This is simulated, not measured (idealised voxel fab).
voxel double patterning: a process module
cross-section cut | 235 nm wide | cells 5 nm
Each cross-section below is a grid of square cells, stated as bands in top-down order, with one or more rows of cells making up each band. This entry defines a band. It first specifies the height of the band's top and the height of its bottom in nm, and then specifies the band's materials from left to right, stating each material with its width in nm. The word "everywhere" identifies a single material that fills the band from edge to edge, while the word "empty" identifies empty space. All heights in this document are referenced to 0, defined as the level beneath which the wafer, as received, consists entirely of one material. The lowest band is not bounded below; it extends indefinitely downward and is written in the form "0 and below". The notation "30->40" denotes a width that varies across the rows of cells in the band, beginning at the first number in the top row, finishing at the second number in the bottom row, and changing by an identical amount from each row to the next. "nothing altered" for a step: no cell of the cross-section changed in that step. Entry "Fully sealed voids" = empty spaces >= 8 cells with no open way to the top; each as width x height at distance, distance from left edge, all nm. If you see something after the settings on a step's line, that's the simulator's own remark about that step. overlay nm: mask offset rightward from planned place, masked step; negative means leftward offset.

THE PROCESS STEPS THAT WERE PLANNED ARE LISTED BELOW
- 1: RECEIVE with material Si
- 2: CONFORMAL_DEP with material SiN, thk nm 5
- 3: DIRECTIONAL_DEP with material SiO2, thk nm 15
- 4: DIRECTIONAL_DEP with material SiCN, thk nm 10
- 5: PATTERN with tone open, mask id FIRST, material resist, width nm 15, pitch nm 50, thk nm 15, overlay nm 0
- 6: DIRECTIONAL_ETCH with etch materials SiCN, depth nm 10
- 7: STRIP with etch materials resist
- 8: MASKED_ETCH with tone open, mask id SECOND, width nm 15, etch materials SiCN, depth nm 10, overlay nm 0
- 9: DIRECTIONAL_ETCH with etch materials SiO2, depth nm 15
- 10: STRIP with etch materials SiCN

DELIVERED WAFER IN CROSS-SECTION: STATE AFTER STEP 1
0 and below  Si everywhere
Fully sealed voids: none

CROSS-SECTION, END OF MODULE. START: AS ABOVE. PLAN: AS ABOVE. EXECUTION: ONE MISTAKE
20 down to 5  empty=110, SiO2=15, empty=110
5 down to 0  SiN everywhere
0 and below  Si everywhere
Fully sealed voids: none
Nonconformance to the process plan: step 8 ran differently from the plan; actual operation with settings: MASKED_ETCH with tone cover, mask id SECOND, width nm 15, etch materials SiCN, depth nm 10, overlay nm 0
